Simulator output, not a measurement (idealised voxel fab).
The process module presented herein is designated voxel self aligned contacts.
Square cells of 5 nm make up the cross-section cut, whose width is 145 nm.
Cross-section spec: square-cell grid; bands listed top down; each band is one or more rows.
Top, bottom (nm), then materials left to right with widths (nm); lone material tagged "edge to edge" fills the whole band edge to edge; "air" = empty space.
Measure heights from 0. That's the level where, below it, the as-received wafer is all one material. The lowest band is bottomless and extends downward; write it as in "z 0 and below".
A width given as "30 to 40" starts at the first number in the band's top row and ends at the second number in its bottom row, shifting by an equal amount at every step from row to row.
You'll sometimes find "stayed the same" written for a step, and that's the way of saying that nowhere in the cross-section did a cell change during that step.
"Sealed voids" enumerates empty spaces isolated from the top, with no open way to it, that contain at least 8 cells, giving each as width x height at distance from the left edge, all three in nm.
Where a step's line continues beyond its settings, the continuation is a remark by the simulator itself on that step.
The optional step-line setting "overlay nm" applies to steps with a mask and quantifies how far to the right of its planned location the mask lay, a negative value indicating leftward placement.

[Steps in the process plan]
| 1 | RECEIVE with material Si |
| 2 | CONFORMAL_DEP with material SiO2, thk nm 5 |
| 3 | DIRECTIONAL_DEP with material polySi, thk nm 20 |
| 4 | DIRECTIONAL_DEP with material SiN, thk nm 25 |
| 5 | PATTERN with tone cover, mask id GATE, material resist, width nm 30, pitch nm 70, thk nm 15, overlay nm 0 |
| 6 | DIRECTIONAL_ETCH with etch materials SiN, depth nm 25 |
| 7 | DIRECTIONAL_ETCH with etch materials polySi, depth nm 20 |
| 8 | STRIP with etch materials resist |
| 9 | CONFORMAL_DEP with material SiN, thk nm 10 |
| 10 | DIRECTIONAL_ETCH with etch materials SiN, depth nm 10 |
| 11 | FILL_DEP with material SiO2, thk nm 15 |
| 12 | CMP with height nm 55 |
| 13 | MASKED_ETCH with tone open, mask id CONTACT, width nm 50, etch materials SiO2, depth nm 55, overlay nm 0 |
| 14 | CONFORMAL_DEP with material TiN, thk nm 5 |
| 15 | FILL_DEP with material W, thk nm 10 |
| 16 | CMP with height nm 55 |
| 17 | CONFORMAL_DEP with material SiCN, thk nm 5 |

[First of two wafers, processed according to plan]

[The cross-section here shows the wafer as received, i.e. in its state after step 1]
> z 0 and below  Si edge to edge
> Sealed voids: none

[Cross-section through the wafer, step 2 finished]
> z 5 to 0  SiO2 edge to edge
> Anything lower than 0 is untouched.

[Cross-section through the wafer, step 3 finished]
> z 25 to 5  polySi edge to edge
> Anything lower than 5 is untouched.

[Cross-section through the wafer, step 4 finished]
> z 50 to 25  SiN edge to edge
> Anything lower than 25 is untouched.

[Cross-section through the wafer, step 5 finished]
> z 65 to 50  20 of air / 30 of resist / 40 of air / 30 of resist / 25 of air
> Anything lower than 50 is untouched.

[Cross-section through the wafer, step 6 finished]
> z 65 to 50  20 of air / 30 of resist / 40 of air / 30 of resist / 25 of air
> z 50 to 25  20 of air / 30 of SiN / 40 of air / 30 of SiN / 25 of air
> Anything lower than 25 is untouched.

[Cross-section through the wafer, step 7 finished]
> z 65 to 50  20 of air / 30 of resist / 40 of air / 30 of resist / 25 of air
> z 50 to 25  20 of air / 30 of SiN / 40 of air / 30 of SiN / 25 of air
> z 25 to 5  20 of air / 30 of polySi / 40 of air / 30 of polySi / 25 of air
> Anything lower than 5 is untouched.

[Cross-section through the wafer, step 8 finished]
> z 50 to 25  20 of air / 30 of SiN / 40 of air / 30 of SiN / 25 of air
> Anything lower than 25 is untouched.

[Cross-section through the wafer, step 9 finished]
> z 60 to 25  10 of air / 50 of SiN / 20 of air / 50 of SiN / 15 of air
> z 25 to 15  10 of air / 10 of SiN / 30 of polySi / 10 of SiN / 20 of air / 10 of SiN / 30 of polySi / 10 of SiN / 15 of air
> z 15 to 5  20 of SiN / 30 of polySi / 40 of SiN / 30 of polySi / 25 of SiN
> Anything lower than 5 is untouched.

[Cross-section through the wafer, step 10 finished]
> z 50 to 25  10 of air / 50 of SiN / 20 of air / 50 of SiN / 15 of air
> z 25 to 5  10 of air / 10 of SiN / 30 of polySi / 10 of SiN / 20 of air / 10 of SiN / 30 of polySi / 10 of SiN / 15 of air
> Anything lower than 5 is untouched.

[Cross-section through the wafer, step 11 finished]
> z 65 to 50  SiO2 edge to edge
> z 50 to 25  10 of SiO2 / 50 of SiN / 20 of SiO2 / 50 of SiN / 15 of SiO2
> z 25 to 5  10 of SiO2 / 10 of SiN / 30 of polySi / 10 of SiN / 20 of SiO2 / 10 of SiN / 30 of polySi / 10 of SiN / 15 of SiO2
> Anything lower than 5 is untouched.

[Cross-section through the wafer, step 12 finished]
> z 55 to 50  SiO2 edge to edge
> Anything lower than 50 is untouched.

[Cross-section through the wafer, step 13 finished]
> z 55 to 50  45 of SiO2 / 50 of air / 50 of SiO2
> z 50 to 25  10 of SiO2 / 50 of SiN / 20 of air / 50 of SiN / 15 of SiO2
> z 25 to 5  10 of SiO2 / 10 of SiN / 30 of polySi / 10 of SiN / 20 of air / 10 of SiN / 30 of polySi / 10 of SiN / 15 of SiO2
> z 5 to 0  60 of SiO2 / 20 of air / 65 of SiO2
> Anything lower than 0 is untouched.

[Cross-section through the wafer, step 14 finished]
> z 60 to 55  50 of TiN / 40 of air / 55 of TiN
> z 55 to 50  45 of SiO2 / 20 of TiN / 10 of air / 20 of TiN / 50 of SiO2
> z 50 to 25  10 of SiO2 / 50 of SiN / 5 of TiN / 10 of air / 5 of TiN / 50 of SiN / 15 of SiO2
> z 25 to 5  10 of SiO2 / 10 of SiN / 30 of polySi / 10 of SiN / 5 of TiN / 10 of air / 5 of TiN / 10 of SiN / 30 of polySi / 10 of SiN / 15 of SiO2
> z 5 to 0  60 of SiO2 / 20 of TiN / 65 of SiO2
> Anything lower than 0 is untouched.

[Cross-section through the wafer, step 15 finished]
> z 70 to 60  W edge to edge
> z 60 to 55  50 of TiN / 40 of W / 55 of TiN
> z 55 to 50  45 of SiO2 / 20 of TiN / 10 of W / 20 of TiN / 50 of SiO2
> z 50 to 25  10 of SiO2 / 50 of SiN / 5 of TiN / 10 of W / 5 of TiN / 50 of SiN / 15 of SiO2
> z 25 to 5  10 of SiO2 / 10 of SiN / 30 of polySi / 10 of SiN / 5 of TiN / 10 of W / 5 of TiN / 10 of SiN / 30 of polySi / 10 of SiN / 15 of SiO2
> Anything lower than 5 is untouched.

[Cross-section through the wafer, step 16 finished]
> z 55 to 50  45 of SiO2 / 20 of TiN / 10 of W / 20 of TiN / 50 of SiO2
> Anything lower than 50 is untouched.

[Cross-section through the wafer, step 17 finished]
> z 60 to 55  SiCN edge to edge
> Anything lower than 55 is untouched.

[Second of two: same start, same plan, one run error; steps up to and including 8 match the first]

Cross-section of the second wafer at the time by which step 9 should have been completed according to the plan: stayed the same

[Cross-section of the second wafer at the time by which step 10 should have been completed according to the plan]
> z 40 to 25  20 of air / 30 of SiN / 40 of air / 30 of SiN / 25 of air
> Anything lower than 25 is untouched.

[Cross-section of the second wafer at the time by which step 11 should have been completed according to the plan]
> z 55 to 40  SiO2 edge to edge
> z 40 to 25  20 of SiO2 / 30 of SiN / 40 of SiO2 / 30 of SiN / 25 of SiO2
> z 25 to 5  20 of SiO2 / 30 of polySi / 40 of SiO2 / 30 of polySi / 25 of SiO2
> Anything lower than 5 is untouched.

Cross-section of the second wafer at the time by which step 12 should have been completed according to the plan: stayed the same

[Cross-section of the second wafer at the time by which step 13 should have been completed according to the plan]
> z 55 to 40  45 of SiO2 / 50 of air / 50 of SiO2
> z 40 to 25  20 of SiO2 / 30 of SiN / 40 of air / 30 of SiN / 25 of SiO2
> z 25 to 5  20 of SiO2 / 30 of polySi / 40 of air / 30 of polySi / 25 of SiO2
> z 5 to 0  50 of SiO2 / 40 of air / 55 of SiO2
> Anything lower than 0 is untouched.

[Cross-section of the second wafer at the time by which step 14 should have been completed according to the plan]
> z 60 to 55  50 of TiN / 40 of air / 55 of TiN
> z 55 to 45  45 of SiO2 / 5 of TiN / 40 of air / 5 of TiN / 50 of SiO2
> z 45 to 40  45 of SiO2 / 10 of TiN / 30 of air / 10 of TiN / 50 of SiO2
> z 40 to 25  20 of SiO2 / 30 of SiN / 5 of TiN / 30 of air / 5 of TiN / 30 of SiN / 25 of SiO2
> z 25 to 5  20 of SiO2 / 30 of polySi / 5 of TiN / 30 of air / 5 of TiN / 30 of polySi / 25 of SiO2
> z 5 to 0  50 of SiO2 / 40 of TiN / 55 of SiO2
> Anything lower than 0 is untouched.

[Cross-section of the second wafer at the time by which step 15 should have been completed according to the plan]
> z 70 to 60  W edge to edge
> z 60 to 55  50 of TiN / 40 of W / 55 of TiN
> z 55 to 45  45 of SiO2 / 5 of TiN / 40 of W / 5 of TiN / 50 of SiO2
> z 45 to 40  45 of SiO2 / 10 of TiN / 30 of W / 10 of TiN / 50 of SiO2
> z 40 to 25  20 of SiO2 / 30 of SiN / 5 of TiN / 30 of W / 5 of TiN / 30 of SiN / 25 of SiO2
> z 25 to 5  20 of SiO2 / 30 of polySi / 5 of TiN / 30 of W / 5 of TiN / 30 of polySi / 25 of SiO2
> Anything lower than 5 is untouched.

[Cross-section of the second wafer at the time by which step 16 should have been completed according to the plan]
> z 55 to 45  45 of SiO2 / 5 of TiN / 40 of W / 5 of TiN / 50 of SiO2
> Anything lower than 45 is untouched.

[Cross-section of the second wafer at the time by which step 17 should have been completed according to the plan]
> z 60 to 55  SiCN edge to edge
> Anything lower than 55 is untouched.
Which mistake was made when the wafer was run? step 9 was dropped from the plan's execution and never run
FYI, end of process, the second wafer has more or fewer cells of some materials than the first: SiN: 96 fewer, SiO2: 52 more, W: 44 more
